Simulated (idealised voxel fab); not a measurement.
The document below concerns the process module designated voxel capacitor over wiring.
We display cut, a cross-section 245 nm in width whose square cells are each 5 nm.
If you're reading a cross-section in this doc, picture square cells in a grid; it comes to you as bands, top ones listed first down to the bottom, and a band can be one or more rows of cells.
For a band, the entry starts with two heights in nm, that of the top and then that of the bottom, and carries on with the band's materials in order from left to right, each alongside its width in nm; the word "full width" beside a single material means it fills the band edge to edge, and "air" means empty space.
Heads up on the height convention: 0 is the point under which the incoming wafer is all one material, and the lowest band has no bottom, it just keeps going down, like "0 nm and below".
Graded width ("30->40"): value in top row of band = first number; value in bottom row = second number; row-to-row change constant.
A step reported as "no alterations made" is a step in which no cell of the cross-section changed.
Voids not open to the top, 8 cells minimum: see "Enclosed void catalog". Written width x height at distance; distance is from the left edge; nm.
Heads up: the bit after the settings on a step's line is the simulator's remark on that step.
overlay nm: on a step with a mask, how far right of its planned place the mask lay; negative means left.

The following list gives the planned process steps
- 1: RECEIVE,material Si
- 2: CONFORMAL_DEP,material SiO2,thk nm 15
- 3: DIRECTIONAL_DEP,material TiN,thk nm 5
- 4: DIRECTIONAL_DEP,material Ru,thk nm 20
- 5: PATTERN,tone cover,mask id METAL_1,material resist,width nm 25,pitch nm 75,thk nm 20,overlay nm 0
- 6: DIRECTIONAL_ETCH,etch materials Ru,depth nm 20
- 7: DIRECTIONAL_ETCH,etch materials TiN,depth nm 5
- 8: STRIP,etch materials resist
- 9: CONFORMAL_DEP,material SiCN,thk nm 5
- 10: FILL_DEP,material SiO2,thk nm 10
- 11: CMP,height nm 40
- 12: CONFORMAL_DEP,material SiCN,thk nm 5
- 13: DIRECTIONAL_DEP,material lowk,thk nm 20
- 14: MASKED_ETCH,tone open,mask id PLUG_1,width nm 15,etch materials lowk,depth nm 20,overlay nm 0
- 15: MASKED_ETCH,tone open,mask id PLUG_1,width nm 15,etch materials SiCN,depth nm 5,overlay nm 0
- 16: EPI,material Ru,thk nm 10
- 17: EPI,material Ru,thk nm 10
- 18: EPI,material Ru,thk nm 5
- 19: DIRECTIONAL_DEP,material TiN,thk nm 10
- 20: DIRECTIONAL_DEP,material SiN,thk nm 5
- 21: DIRECTIONAL_DEP,material TiN,thk nm 5
- 22: MASKED_ETCH,tone cover,mask id UPPER_PLATE,width nm 55,etch materials TiN,depth nm 5,overlay nm 0
- 23: MASKED_ETCH,tone cover,mask id UPPER_PLATE,width nm 55,etch materials SiN,depth nm 5,overlay nm 0
- 24: MASKED_ETCH,tone cover,mask id LOWER_PLATE,width nm 65,etch materials TiN,depth nm 10,overlay nm 0
- 25: FILL_DEP,material SiO2,thk nm 15
- 26: CMP,height nm 95
- 27: DIRECTIONAL_DEP,material aC,thk nm 10
- 28: PATTERN,tone open,mask id PLUG_2,material resist,width nm 15,thk nm 25,overlay nm 0
- 29: DIRECTIONAL_ETCH,etch materials aC,depth nm 10
- 30: STRIP,etch materials resist
- 31: DIRECTIONAL_ETCH,etch materials SiO2,depth nm 10
- 32: STRIP,etch materials aC
- 33: CONFORMAL_DEP,material TiN,thk nm 5
- 34: FILL_DEP,material Cu,thk nm 10
- 35: CMP,height nm 95
- 36: CONFORMAL_DEP,material SiN,thk nm 5

Delivered wafer in cross-section: state after step 1
- 0 nm and below  Si full width
- Enclosed void catalog: none

Cross-sectional image of the first of two wafers at the end of the module, the run having proceeded as planned
- 100 nm to 95 nm  SiN full width
- 95 nm to 90 nm  SiO2 (90); TiN (5); Cu (5); TiN (5); SiO2 (140)
- 90 nm to 80 nm  SiO2 (90->80); TiN (15->55); SiO2 (140->110)
- 80 nm to 75 nm  SiO2 (80); SiN (55); SiO2 (110)
- 75 nm to 65 nm  SiO2 (75); TiN (65); SiO2 (105)
- 65 nm to 45 nm  lowk (80); Ru (15); lowk (150)
- 45 nm to 40 nm  SiCN (80); Ru (15); SiCN (150)
- 40 nm to 20 nm  SiO2 (65); SiCN (5); Ru (25); SiCN (5); SiO2 (40); SiCN (5); Ru (25); SiCN (5); SiO2 (70)
- 20 nm to 15 nm  SiCN (70); TiN (25); SiCN (50); TiN (25); SiCN (75)
- 15 nm to 0 nm  SiO2 full width
- 0 nm and below  Si full width
- Enclosed void catalog: none

Same start, same plan as the first wafer - but one mistake in the run. Cross-section of the second of the two at the end of the module
- 100 nm to 95 nm  SiN full width
- 95 nm to 90 nm  SiO2 (90); TiN (5); Cu (5); TiN (5); SiO2 (140)
- 90 nm to 80 nm  SiO2 (90->95); TiN (15->40); SiO2 (140->110)
- 80 nm to 75 nm  SiO2 (95); SiN (40); SiO2 (110)
- 75 nm to 65 nm  SiO2 (75); TiN (5); SiO2 (15); TiN (45); SiO2 (105)
- 65 nm to 60 nm  lowk (80); SiO2 (15); lowk (150)
- 60 nm to 55 nm  lowk (80); TiN (15); lowk (150)
- 55 nm to 50 nm  lowk (80); SiN (15); lowk (150)
- 50 nm to 45 nm  lowk (80); TiN (15); lowk (150)
- 45 nm to 40 nm  SiCN (80); TiN (15); SiCN (150)
- 40 nm to 35 nm  SiO2 (65); SiCN (35); SiO2 (40); SiCN (35); SiO2 (70)
- 35 nm to 20 nm  SiO2 (65); SiCN (5); Ru (25); SiCN (5); SiO2 (40); SiCN (5); Ru (25); SiCN (5); SiO2 (70)
- 20 nm to 15 nm  SiCN (70); Ru (25); SiCN (50); Ru (25); SiCN (75)
- 15 nm to 0 nm  SiO2 full width
- 0 nm and below  Si full width
- Enclosed void catalog: none
Where did the run depart from the plan? step 3 of the plan did not run at all; it was left out
Final tally in cells, some materials are higher or lower on the second wafer than on the first: 15 fewer of Ru; 10 more of SiCN; 15 more of SiO2; 10 fewer of TiN
